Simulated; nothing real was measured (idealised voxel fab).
The document below concerns the process module designated voxel transistor to metal.
Cross-sectional view cut (width: 185 nm; square cell size: 5 nm).
Heads up, the way a cross-section reads in here is a grid of square cells, handed over as bands from the top down, with every band being one or more rows of cells.
Heads up on the band format: heights come first, top then bottom, in nm. After that it's the materials left to right, each with its width in nm. A single material flagged "throughout" fills the whole band edge to edge, and "empty" means there's empty space there.
Below 0: as-received wafer, all one material; heights counted from there. Lowest band: no bottom, goes on down, written "from 0 down".
Width: "30 to 40" (first number = top row, second number = bottom row, same change from row to row of cells).
It should be understood that the words "nothing altered", when stated for a given step, signify that the cross-section underwent no change in any of its cells during that step.
For the entry "Cavities, sealed", the listed items are empty spaces with no open way to the top whose size is 8 cells or more; each item follows the pattern width x height at distance, where distance is from the left edge and all three are in nm.
Post-settings text on a step line: simulator's own remark regarding the step.
"overlay nm", when on a step's line for a step with a mask, measures how far to the right of its planned place the mask lay; a negative measure means to the left.

**Listed below are the process steps as planned**
1: RECEIVE (material Si)
2: CONFORMAL_DEP (material SiO2; thk nm 5)
3: CONFORMAL_DEP (material SiN; thk nm 10)
4: MASKED_ETCH (tone cover; mask id ACTIVE; width nm 120; etch materials SiN; depth nm 10; overlay nm 0)
5: MASKED_ETCH (tone cover; mask id ACTIVE; width nm 120; etch materials SiO2; depth nm 5; overlay nm 0)
6: MASKED_ETCH (tone cover; mask id ACTIVE; width nm 120; etch materials Si; depth nm 20; overlay nm 0)
7: OXIDIZE (depth nm 5)
8: FILL_DEP (material SiO2; thk nm 5)
9: CMP (height nm 15)
10: SELECTIVE_ETCH (etch materials SiO2; depth nm 10)
11: STRIP (etch materials SiN)
12: SELECTIVE_ETCH (etch materials SiO2; depth nm 5)
13: OXIDIZE (depth nm 5)
14: DIRECTIONAL_DEP (material polySi; thk nm 25)
15: DIRECTIONAL_DEP (material SiCN; thk nm 10)
16: MASKED_ETCH (tone cover; mask id GATE; width nm 30; etch materials SiCN; depth nm 20; overlay nm 0)
17: MASKED_ETCH (tone cover; mask id GATE; width nm 30; etch materials polySi; depth nm 35; overlay nm 0)
18: CONFORMAL_DEP (material SiO2; thk nm 5)
19: DIRECTIONAL_ETCH (etch materials SiO2; depth nm 5)
20: CONFORMAL_DEP (material SiN; thk nm 5)
21: DIRECTIONAL_ETCH (etch materials SiN; depth nm 5)
22: DIRECTIONAL_ETCH (etch materials SiO2; depth nm 5)
23: DIRECTIONAL_ETCH (etch materials Si; depth nm 15)
24: EPI (material SiGe; thk nm 20)
25: FILL_DEP (material SiO2; thk nm 10)
26: CMP (height nm 25)
27: STRIP (etch materials polySi)
28: SELECTIVE_ETCH (etch materials SiO2; depth nm 5)
29: CONFORMAL_DEP (material HfO2; thk nm 5)
30: CONFORMAL_DEP (material TiN; thk nm 5)
31: FILL_DEP (material W; thk nm 10)
32: CMP (height nm 20)
33: DIRECTIONAL_DEP (material SiO2; thk nm 10)
34: DIRECTIONAL_DEP (material aC; thk nm 10)
35: PATTERN (tone open; mask id CONTACT; material resist; width nm 20; pitch nm 90; thk nm 25; overlay nm 0)
36: DIRECTIONAL_ETCH (etch materials aC; depth nm 10)
37: STRIP (etch materials resist)
38: DIRECTIONAL_ETCH (etch materials SiO2; depth nm 30)
39: STRIP (etch materials aC)
40: CONFORMAL_DEP (material TiN; thk nm 5)
41: FILL_DEP (material Ru; thk nm 5)
42: CMP (height nm 30)
43: CONFORMAL_DEP (material SiCN; thk nm 5)
44: DIRECTIONAL_DEP (material lowk; thk nm 25)
45: DIRECTIONAL_DEP (material aC; thk nm 15)
46: PATTERN (tone open; mask id METAL_1; material resist; width nm 20; pitch nm 90; thk nm 35; overlay nm 0)
47: DIRECTIONAL_ETCH (etch materials aC; depth nm 15)
48: STRIP (etch materials resist)
49: DIRECTIONAL_ETCH (etch materials lowk; depth nm 25)
50: DIRECTIONAL_ETCH (etch materials SiCN; depth nm 5)
51: STRIP (etch materials aC)
52: CONFORMAL_DEP (material TiN; thk nm 5)
53: FILL_DEP (material Ru; thk nm 5)
54: CMP (height nm 60)
55: CONFORMAL_DEP (material SiCN; thk nm 5)

**First wafer, two in total, run as planned**

**Cross-section: wafer on arrival = after step 1**
  from 0 down: Si throughout
  Cavities, sealed: none

**You're looking at a cross-section of the wafer after step 2**
  from 5 to 0: SiO2 throughout
  Everything under 0 stays put, no change at all.

**You're looking at a cross-section of the wafer after step 3**
  from 15 to 5: SiN throughout
  Everything under 5 stays put, no change at all.

**You're looking at a cross-section of the wafer after step 4**
  from 15 to 5: empty 30; SiN 120; empty 35
  Everything under 5 stays put, no change at all.

**You're looking at a cross-section of the wafer after step 5**
  from 15 to 5: empty 30; SiN 120; empty 35
  from 5 to 0: empty 30; SiO2 120; empty 35
  Everything under 0 stays put, no change at all.

**You're looking at a cross-section of the wafer after step 6**
  from 15 to 5: empty 30; SiN 120; empty 35
  from 5 to 0: empty 30; SiO2 120; empty 35
  from 0 to -20: empty 30; Si 120; empty 35
  Everything under -20 stays put, no change at all.

**You're looking at a cross-section of the wafer after step 7**
  from 15 to 5: empty 30; SiN 120; empty 35
  from 5 to 0: empty 30; SiO2 120; empty 35
  from 0 to -20: empty 30; SiO2 5; Si 110; SiO2 5; empty 35
  from -20 to -25: SiO2 35; Si 110; SiO2 40
  Everything under -25 stays put, no change at all.

**You're looking at a cross-section of the wafer after step 8**
  from 20 to 15: SiO2 throughout
  from 15 to 5: SiO2 30; SiN 120; SiO2 35
  from 5 to 0: SiO2 throughout
  from 0 to -25: SiO2 35; Si 110; SiO2 40
  Everything under -25 stays put, no change at all.

**You're looking at a cross-section of the wafer after step 9**
  from 15 to 5: SiO2 30; SiN 120; SiO2 35
  Everything under 5 stays put, no change at all.

**You're looking at a cross-section of the wafer after step 10**
  from 15 to 5: empty 30; SiN 120; empty 35
  Everything under 5 stays put, no change at all.

**You're looking at a cross-section of the wafer after step 11**
  from 5 to 0: SiO2 throughout
  Everything under 0 stays put, no change at all.

**You're looking at a cross-section of the wafer after step 12**
  from 0 to -25: SiO2 35; Si 110; SiO2 40
  Everything under -25 stays put, no change at all.

**You're looking at a cross-section of the wafer after step 13**
  from 0 to -5: SiO2 throughout
  Everything under -5 stays put, no change at all.

**You're looking at a cross-section of the wafer after step 14**
  from 25 to 0: polySi throughout
  Everything under 0 stays put, no change at all.

**You're looking at a cross-section of the wafer after step 15**
  from 35 to 25: SiCN throughout
  Everything under 25 stays put, no change at all.

**You're looking at a cross-section of the wafer after step 16**
  from 35 to 25: empty 75; SiCN 30; empty 80
  Everything under 25 stays put, no change at all.

**You're looking at a cross-section of the wafer after step 17**
  from 35 to 25: empty 75; SiCN 30; empty 80
  from 25 to 0: empty 75; polySi 30; empty 80
  Everything under 0 stays put, no change at all.

**You're looking at a cross-section of the wafer after step 18**
  from 40 to 35: empty 70; SiO2 40; empty 75
  from 35 to 25: empty 70; SiO2 5; SiCN 30; SiO2 5; empty 75
  from 25 to 5: empty 70; SiO2 5; polySi 30; SiO2 5; empty 75
  from 5 to 0: SiO2 75; polySi 30; SiO2 80
  Everything under 0 stays put, no change at all.

**You're looking at a cross-section of the wafer after step 19**
  from 35 to 25: empty 70; SiO2 5; SiCN 30; SiO2 5; empty 75
  from 25 to 0: empty 70; SiO2 5; polySi 30; SiO2 5; empty 75
  Everything under 0 stays put, no change at all.

**You're looking at a cross-section of the wafer after step 20**
  from 40 to 35: empty 65; SiN 50; empty 70
  from 35 to 25: empty 65; SiN 5; SiO2 5; SiCN 30; SiO2 5; SiN 5; empty 70
  from 25 to 5: empty 65; SiN 5; SiO2 5; polySi 30; SiO2 5; SiN 5; empty 70
  from 5 to 0: SiN 70; SiO2 5; polySi 30; SiO2 5; SiN 75
  Everything under 0 stays put, no change at all.

**You're looking at a cross-section of the wafer after step 21**
  from 35 to 25: empty 65; SiN 5; SiO2 5; SiCN 30; SiO2 5; SiN 5; empty 70
  from 25 to 0: empty 65; SiN 5; SiO2 5; polySi 30; SiO2 5; SiN 5; empty 70
  Everything under 0 stays put, no change at all.

**You're looking at a cross-section of the wafer after step 22**
  from 35 to 30: empty 65; SiN 5; empty 5; SiCN 30; empty 5; SiN 5; empty 70
  from 30 to 25: empty 65; SiN 5; SiO2 5; SiCN 30; SiO2 5; SiN 5; empty 70
  from 25 to 0: empty 65; SiN 5; SiO2 5; polySi 30; SiO2 5; SiN 5; empty 70
  from 0 to -5: empty 65; SiO2 50; empty 70
  Everything under -5 stays put, no change at all.

**You're looking at a cross-section of the wafer after step 23**
  from 35 to 30: empty 65; SiN 5; empty 5; SiCN 30; empty 5; SiN 5; empty 70
  from 30 to 25: empty 65; SiN 5; SiO2 5; SiCN 30; SiO2 5; SiN 5; empty 70
  from 25 to 0: empty 65; SiN 5; SiO2 5; polySi 30; SiO2 5; SiN 5; empty 70
  from 0 to -5: empty 65; SiO2 50; empty 70
  from -5 to -20: SiO2 35; empty 30; Si 50; empty 30; SiO2 40
  Everything under -20 stays put, no change at all.

**You're looking at a cross-section of the wafer after step 24**
  from 35 to 30: empty 65; SiN 5; empty 5; SiCN 30; empty 5; SiN 5; empty 70
  from 30 to 25: empty 65; SiN 5; SiO2 5; SiCN 30; SiO2 5; SiN 5; empty 70
  from 25 to 15: empty 65; SiN 5; SiO2 5; polySi 30; SiO2 5; SiN 5; empty 70
  from 15 to 0: empty 45; SiGe 20; SiN 5; SiO2 5; polySi 30; SiO2 5; SiN 5; SiGe 20; empty 50
  from 0 to -5: empty 30; SiGe 35; SiO2 50; SiGe 35; empty 35
  from -5 to -20: SiO2 35; SiGe 30; Si 50; SiGe 30; SiO2 40
  Everything under -20 stays put, no change at all.

**You're looking at a cross-section of the wafer after step 25**
  from 45 to 35: SiO2 throughout
  from 35 to 25: SiO2 65; SiN 5; SiO2 5; SiCN 30; SiO2 5; SiN 5; SiO2 70
  from 25 to 15: SiO2 65; SiN 5; SiO2 5; polySi 30; SiO2 5; SiN 5; SiO2 70
  from 15 to 0: SiO2 45; SiGe 20; SiN 5; SiO2 5; polySi 30; SiO2 5; SiN 5; SiGe 20; SiO2 50
  from 0 to -5: SiO2 30; SiGe 35; SiO2 50; SiGe 35; SiO2 35
  Everything under -5 stays put, no change at all.

**You're looking at a cross-section of the wafer after step 26**
  from 25 to 15: SiO2 65; SiN 5; SiO2 5; polySi 30; SiO2 5; SiN 5; SiO2 70
  Everything under 15 stays put, no change at all.

**You're looking at a cross-section of the wafer after step 27**
  from 25 to 15: SiO2 65; SiN 5; SiO2 5; empty 30; SiO2 5; SiN 5; SiO2 70
  from 15 to 0: SiO2 45; SiGe 20; SiN 5; SiO2 5; empty 30; SiO2 5; SiN 5; SiGe 20; SiO2 50
  Everything under 0 stays put, no change at all.

**You're looking at a cross-section of the wafer after step 28**
  from 25 to 20: empty 65; SiN 5; empty 40; SiN 5; empty 70
  from 20 to 15: SiO2 65; SiN 5; empty 40; SiN 5; SiO2 70
  from 15 to 0: SiO2 45; SiGe 20; SiN 5; empty 40; SiN 5; SiGe 20; SiO2 50
  from 0 to -5: SiO2 30; SiGe 35; SiO2 5; empty 40; SiO2 5; SiGe 35; SiO2 35
  Everything under -5 stays put, no change at all.

**You're looking at a cross-section of the wafer after step 29**
  from 30 to 25: empty 60; HfO2 15; empty 30; HfO2 15; empty 65
  from 25 to 20: HfO2 65; SiN 5; HfO2 5; empty 30; HfO2 5; SiN 5; HfO2 70
  from 20 to 15: SiO2 65; SiN 5; HfO2 5; empty 30; HfO2 5; SiN 5; SiO2 70
  from 15 to 0: SiO2 45; SiGe 20; SiN 5; HfO2 5; empty 30; HfO2 5; SiN 5; SiGe 20; SiO2 50
  from 0 to -5: SiO2 30; SiGe 35; SiO2 5; HfO2 40; SiO2 5; SiGe 35; SiO2 35
  Everything under -5 stays put, no change at all.

**You're looking at a cross-section of the wafer after step 30**
  from 35 to 30: empty 55; TiN 25; empty 20; TiN 25; empty 60
  from 30 to 25: TiN 60; HfO2 15; TiN 5; empty 20; TiN 5; HfO2 15; TiN 65
  from 25 to 20: HfO2 65; SiN 5; HfO2 5; TiN 5; empty 20; TiN 5; HfO2 5; SiN 5; HfO2 70
  from 20 to 15: SiO2 65; SiN 5; HfO2 5; TiN 5; empty 20; TiN 5; HfO2 5; SiN 5; SiO2 70
  from 15 to 5: SiO2 45; SiGe 20; SiN 5; HfO2 5; TiN 5; empty 20; TiN 5; HfO2 5; SiN 5; SiGe 20; SiO2 50
  from 5 to 0: SiO2 45; SiGe 20; SiN 5; HfO2 5; TiN 30; HfO2 5; SiN 5; SiGe 20; SiO2 50
  Everything under 0 stays put, no change at all.

**You're looking at a cross-section of the wafer after step 31**
  from 45 to 35: W throughout
  from 35 to 30: W 55; TiN 25; W 20; TiN 25; W 60
  from 30 to 25: TiN 60; HfO2 15; TiN 5; W 20; TiN 5; HfO2 15; TiN 65
  from 25 to 20: HfO2 65; SiN 5; HfO2 5; TiN 5; W 20; TiN 5; HfO2 5; SiN 5; HfO2 70
  from 20 to 15: SiO2 65; SiN 5; HfO2 5; TiN 5; W 20; TiN 5; HfO2 5; SiN 5; SiO2 70
  from 15 to 5: SiO2 45; SiGe 20; SiN 5; HfO2 5; TiN 5; W 20; TiN 5; HfO2 5; SiN 5; SiGe 20; SiO2 50
  Everything under 5 stays put, no change at all.

**You're looking at a cross-section of the wafer after step 32**
  from 20 to 15: SiO2 65; SiN 5; HfO2 5; TiN 5; W 20; TiN 5; HfO2 5; SiN 5; SiO2 70
  Everything under 15 stays put, no change at all.

**You're looking at a cross-section of the wafer after step 33**
  from 30 to 20: SiO2 throughout
  Everything under 20 stays put, no change at all.

**You're looking at a cross-section of the wafer after step 34**
  from 40 to 30: aC throughout
  Everything under 30 stays put, no change at all.

**You're looking at a cross-section of the wafer after step 35**
  from 65 to 40: resist 35; empty 20; resist 70; empty 20; resist 40
  Everything under 40 stays put, no change at all.

**You're looking at a cross-section of the wafer after step 36**
  from 55 to 40: resist 35; empty 20; resist 70; empty 20; resist 40
  from 40 to 30: aC 35; empty 20; aC 70; empty 20; aC 40
  Everything under 30 stays put, no change at all.

**You're looking at a cross-section of the wafer after step 37**
  from 40 to 30: aC 35; empty 20; aC 70; empty 20; aC 40
  Everything under 30 stays put, no change at all.

**You're looking at a cross-section of the wafer after step 38**
  from 40 to 30: aC 35; empty 20; aC 70; empty 20; aC 40
  from 30 to 20: SiO2 35; empty 20; SiO2 70; empty 20; SiO2 40
  from 20 to 15: SiO2 35; empty 20; SiO2 10; SiN 5; HfO2 5; TiN 5; W 20; TiN 5; HfO2 5; SiN 5; SiO2 10; empty 20; SiO2 40
  from 15 to 5: SiO2 35; empty 10; SiGe 20; SiN 5; HfO2 5; TiN 5; W 20; TiN 5; HfO2 5; SiN 5; SiGe 20; empty 10; SiO2 40
  from 5 to 0: SiO2 35; empty 10; SiGe 20; SiN 5; HfO2 5; TiN 30; HfO2 5; SiN 5; SiGe 20; empty 10; SiO2 40
  Everything under 0 stays put, no change at all.

**You're looking at a cross-section of the wafer after step 39**
  from 30 to 20: SiO2 35; empty 20; SiO2 70; empty 20; SiO2 40
  Everything under 20 stays put, no change at all.

**You're looking at a cross-section of the wafer after step 40**
  from 35 to 30: TiN 40; empty 10; TiN 80; empty 10; TiN 45
  from 30 to 20: SiO2 35; TiN 5; empty 10; TiN 5; SiO2 70; TiN 5; empty 10; TiN 5; SiO2 40
  from 20 to 15: SiO2 35; TiN 20; SiO2 10; SiN 5; HfO2 5; TiN 5; W 20; TiN 5; HfO2 5; SiN 5; SiO2 10; TiN 20; SiO2 40
  from 15 to 5: SiO2 35; TiN 10; SiGe 20; SiN 5; HfO2 5; TiN 5; W 20; TiN 5; HfO2 5; SiN 5; SiGe 20; TiN 10; SiO2 40
  from 5 to 0: SiO2 35; TiN 10; SiGe 20; SiN 5; HfO2 5; TiN 30; HfO2 5; SiN 5; SiGe 20; TiN 10; SiO2 40
  Everything under 0 stays put, no change at all.

**You're looking at a cross-section of the wafer after step 41**
  from 40 to 35: Ru throughout
  from 35 to 30: TiN 40; Ru 10; TiN 80; Ru 10; TiN 45
  from 30 to 20: SiO2 35; TiN 5; Ru 10; TiN 5; SiO2 70; TiN 5; Ru 10; TiN 5; SiO2 40
  Everything under 20 stays put, no change at all.

**You're looking at a cross-section of the wafer after step 42**
  from 30 to 20: SiO2 35; TiN 5; Ru 10; TiN 5; SiO2 70; TiN 5; Ru 10; TiN 5; SiO2 40
  Everything under 20 stays put, no change at all.

**You're looking at a cross-section of the wafer after step 43**
  from 35 to 30: SiCN throughout
  Everything under 30 stays put, no change at all.

**You're looking at a cross-section of the wafer after step 44**
  from 60 to 35: lowk throughout
  Everything under 35 stays put, no change at all.

**You're looking at a cross-section of the wafer after step 45**
  from 75 to 60: aC throughout
  Everything under 60 stays put, no change at all.

**You're looking at a cross-section of the wafer after step 46**
  from 110 to 75: resist 35; empty 20; resist 70; empty 20; resist 40
  Everything under 75 stays put, no change at all.

**You're looking at a cross-section of the wafer after step 47**
  from 95 to 75: resist 35; empty 20; resist 70; empty 20; resist 40
  from 75 to 60: aC 35; empty 20; aC 70; empty 20; aC 40
  Everything under 60 stays put, no change at all.

**You're looking at a cross-section of the wafer after step 48**
  from 75 to 60: aC 35; empty 20; aC 70; empty 20; aC 40
  Everything under 60 stays put, no change at all.

**You're looking at a cross-section of the wafer after step 49**
  from 75 to 60: aC 35; empty 20; aC 70; empty 20; aC 40
  from 60 to 35: lowk 35; empty 20; lowk 70; empty 20; lowk 40
  Everything under 35 stays put, no change at all.

**You're looking at a cross-section of the wafer after step 50**
  from 75 to 60: aC 35; empty 20; aC 70; empty 20; aC 40
  from 60 to 35: lowk 35; empty 20; lowk 70; empty 20; lowk 40
  from 35 to 30: SiCN 35; empty 20; SiCN 70; empty 20; SiCN 40
  Everything under 30 stays put, no change at all.

**You're looking at a cross-section of the wafer after step 51**
  from 60 to 35: lowk 35; empty 20; lowk 70; empty 20; lowk 40
  Everything under 35 stays put, no change at all.

**You're looking at a cross-section of the wafer after step 52**
  from 65 to 60: TiN 40; empty 10; TiN 80; empty 10; TiN 45
  from 60 to 35: lowk 35; TiN 5; empty 10; TiN 5; lowk 70; TiN 5; empty 10; TiN 5; lowk 40
  from 35 to 30: SiCN 35; TiN 20; SiCN 70; TiN 20; SiCN 40
  Everything under 30 stays put, no change at all.

**You're looking at a cross-section of the wafer after step 53**
  from 70 to 65: Ru throughout
  from 65 to 60: TiN 40; Ru 10; TiN 80; Ru 10; TiN 45
  from 60 to 35: lowk 35; TiN 5; Ru 10; TiN 5; lowk 70; TiN 5; Ru 10; TiN 5; lowk 40
  Everything under 35 stays put, no change at all.

**You're looking at a cross-section of the wafer after step 54**
  from 60 to 35: lowk 35; TiN 5; Ru 10; TiN 5; lowk 70; TiN 5; Ru 10; TiN 5; lowk 40
  Everything under 35 stays put, no change at all.

**You're looking at a cross-section of the wafer after step 55**
  from 65 to 60: SiCN throughout
  Everything under 60 stays put, no change at all.

**Companion wafer, the second of two: same beginning, same intended sequence, one mistake in carrying it out; through step 45 inclusive it tracks the first exactly**

**At the planned end of step 46, the second wafer in cross-section**
  from 110 to 75: empty 35; resist 20; empty 70; resist 20; empty 40
  Everything under 75 stays put, no change at all.

**At the planned end of step 47, the second wafer in cross-section**
  from 95 to 75: empty 35; resist 20; empty 70; resist 20; empty 40
  from 75 to 60: empty 35; aC 20; empty 70; aC 20; empty 40
  Everything under 60 stays put, no change at all.

**At the planned end of step 48, the second wafer in cross-section**
  from 75 to 60: empty 35; aC 20; empty 70; aC 20; empty 40
  Everything under 60 stays put, no change at all.

**At the planned end of step 49, the second wafer in cross-section**
  from 75 to 60: empty 35; aC 20; empty 70; aC 20; empty 40
  from 60 to 35: empty 35; lowk 20; empty 70; lowk 20; empty 40
  Everything under 35 stays put, no change at all.

**At the planned end of step 50, the second wafer in cross-section**
  from 75 to 60: empty 35; aC 20; empty 70; aC 20; empty 40
  from 60 to 35: empty 35; lowk 20; empty 70; lowk 20; empty 40
  from 35 to 30: empty 35; SiCN 20; empty 70; SiCN 20; empty 40
  Everything under 30 stays put, no change at all.

**At the planned end of step 51, the second wafer in cross-section**
  from 60 to 35: empty 35; lowk 20; empty 70; lowk 20; empty 40
  Everything under 35 stays put, no change at all.

**At the planned end of step 52, the second wafer in cross-section**
  from 65 to 60: empty 30; TiN 30; empty 60; TiN 30; empty 35
  from 60 to 35: empty 30; TiN 5; lowk 20; TiN 5; empty 60; TiN 5; lowk 20; TiN 5; empty 35
  from 35 to 30: TiN 35; SiCN 20; TiN 70; SiCN 20; TiN 40
  Everything under 30 stays put, no change at all.

**At the planned end of step 53, the second wafer in cross-section**
  from 70 to 65: Ru throughout
  from 65 to 60: Ru 30; TiN 30; Ru 60; TiN 30; Ru 35
  from 60 to 35: Ru 30; TiN 5; lowk 20; TiN 5; Ru 60; TiN 5; lowk 20; TiN 5; Ru 35
  Everything under 35 stays put, no change at all.

**At the planned end of step 54, the second wafer in cross-section**
  from 60 to 35: Ru 30; TiN 5; lowk 20; TiN 5; Ru 60; TiN 5; lowk 20; TiN 5; Ru 35
  Everything under 35 stays put, no change at all.

**At the planned end of step 55, the second wafer in cross-section**
  from 65 to 60: SiCN throughout
  Everything under 60 stays put, no change at all.
What broke from the plan during processing? for step 46, the planned setting was not used; the step was instead run as PATTERN (tone cover; mask id METAL_1; material resist; width nm 20; pitch nm 90; thk nm 35; overlay nm 0)
Counted in cells at the end, the second wafer holds more or fewer of these materials than the first: 105 more of Ru; 21 fewer of SiCN; 21 more of TiN; 105 fewer of lowk
